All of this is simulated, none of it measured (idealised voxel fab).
You're looking at the process module voxel gate over fins.
The width of the displayed cross-section, cut, is 270 nm; its cells are square, with a size of 5 nm.
Heads up, the way a cross-section reads in here is a grid of square cells, handed over as bands from the top down, with every band being one or more rows of cells.
It is stipulated that each band's entry specify, in nanometres, the height of the top of the band and then that of its bottom, followed by the materials of the band in left-to-right sequence, each together with its width in nanometres. A single material marked by the word "everywhere" is understood to fill the band from edge to edge; the word "blank" is understood to denote empty space.
Beneath 0, the wafer as received is one material, and that level is where height counting begins. The lowest band goes on downward without a bottom; it is written like "0 -> down".
Width "30->40": first value at the band's top row of cells, second value at its bottom row, equal change from row to row.
Key: "nothing changed" - step with no changed cell in the cross-section.
For the entry "Closed void table", the listed items are empty spaces with no open way to the top whose size is 8 cells or more; each item follows the pattern width x height at distance, where distance is from the left edge and all three are in nm.
Where a step's line continues beyond its settings, the continuation is a remark by the simulator itself on that step.
overlay nm, on a step with a mask: how far to the right of its planned place the mask lay; to the left if negative

-- These are the steps we planned for the process
1,RECEIVE (material Si)
2,CONFORMAL_DEP (material SiN; thk nm 10)
3,DIRECTIONAL_DEP (material aC; thk nm 15)
4,PATTERN (tone cover; mask id FINS; material resist; width nm 15; pitch nm 45; thk nm 30; overlay nm 0)
5,DIRECTIONAL_ETCH (etch materials aC; depth nm 15)
6,STRIP (etch materials resist)
7,DIRECTIONAL_ETCH (etch materials SiN; depth nm 10)
8,DIRECTIONAL_ETCH (etch materials Si; depth nm 30)
9,STRIP (etch materials aC)
10,FILL_DEP (material SiO2; thk nm 10)
11,CMP (height nm 10)
12,SELECTIVE_ETCH (etch materials SiO2; depth nm 25)
13,STRIP (etch materials SiN)
14,CONFORMAL_DEP (material HfO2; thk nm 5)
15,CONFORMAL_DEP (material TiN; thk nm 5)
16,FILL_DEP (material W; thk nm 10)
17,CMP (height nm 15)
18,CONFORMAL_DEP (material SiCN; thk nm 10)
Wafer-to-wafer difference: width nm, step 4. Common start. Plan = first wafer's value.

-- Incoming state of the first of several wafers in cross-section: after step 1
* 0 -> down | Si everywhere
* Closed void table: none

-- Module end state after final step 18: cross-section of the first of several wafers
* 25 -> 15 | SiCN everywhere
* 15 -> 10 | W everywhere
* 10 -> 5 | W=50  TiN=35  W=10  TiN=35  W=10  TiN=35  W=10  TiN=35  W=50
* 5 -> 0 | W=50  TiN=5  HfO2=25  TiN=5  W=10  TiN=5  HfO2=25  TiN=5  W=10  TiN=5  HfO2=25  TiN=5  W=10  TiN=5  HfO2=25  TiN=5  W=50
* 0 -> -5 | W=50  TiN=5  HfO2=5  Si=15  HfO2=5  TiN=5  W=10  TiN=5  HfO2=5  Si=15  HfO2=5  TiN=5  W=10  TiN=5  HfO2=5  Si=15  HfO2=5  TiN=5  W=10  TiN=5  HfO2=5  Si=15  HfO2=5  TiN=5  W=50
* -5 -> -10 | TiN=55  HfO2=5  Si=15  HfO2=5  TiN=20  HfO2=5  Si=15  HfO2=5  TiN=20  HfO2=5  Si=15  HfO2=5  TiN=20  HfO2=5  Si=15  HfO2=5  TiN=55
* -10 -> -15 | HfO2=60  Si=15  HfO2=30  Si=15  HfO2=30  Si=15  HfO2=30  Si=15  HfO2=60
* -15 -> -30 | SiO2=60  Si=15  SiO2=30  Si=15  SiO2=30  Si=15  SiO2=30  Si=15  SiO2=60
* -30 -> down | Si everywhere
* Closed void table: none

-- At the end of the module, the last of several wafers in cross-section
* 25 -> 15 | SiCN everywhere
* 15 -> 10 | W everywhere
* 10 -> 5 | W=45  TiN=185  W=40
* 5 -> 0 | W=45  TiN=5  HfO2=40  TiN=5  HfO2=40  TiN=5  HfO2=40  TiN=5  HfO2=40  TiN=5  W=40
* 0 -> -5 | W=45  TiN=5  HfO2=5  Si=30  HfO2=5  TiN=5  HfO2=5  Si=30  HfO2=5  TiN=5  HfO2=5  Si=30  HfO2=5  TiN=5  HfO2=5  Si=30  HfO2=5  TiN=5  W=40
* -5 -> -10 | TiN=50  HfO2=5  Si=30  HfO2=5  TiN=5  HfO2=5  Si=30  HfO2=5  TiN=5  HfO2=5  Si=30  HfO2=5  TiN=5  HfO2=5  Si=30  HfO2=5  TiN=45
* -10 -> -15 | HfO2=55  Si=30  HfO2=15  Si=30  HfO2=15  Si=30  HfO2=15  Si=30  HfO2=50
* -15 -> -30 | SiO2=55  Si=30  SiO2=15  Si=30  SiO2=15  Si=30  SiO2=15  Si=30  SiO2=50
* -30 -> down | Si everywhere
* Closed void table: none

-- Row per wafer, end-of-module: cell gain (+)/loss (-) by material since the wafer came in, then closed voids
width nm 15; +78 HfO2; -252 Si; +108 SiCN; +126 SiO2; +78 TiN; +132 W; Closed void table: none
width nm 20; +78 HfO2; -228 Si; +108 SiCN; +114 SiO2; +78 TiN; +120 W; Closed void table: none
width nm 25; +78 HfO2; -204 Si; +108 SiCN; +102 SiO2; +78 TiN; +108 W; Closed void table: none
width nm 30; +78 HfO2; -180 Si; +108 SiCN; +90 SiO2; +69 TiN; +105 W; Closed void table: none
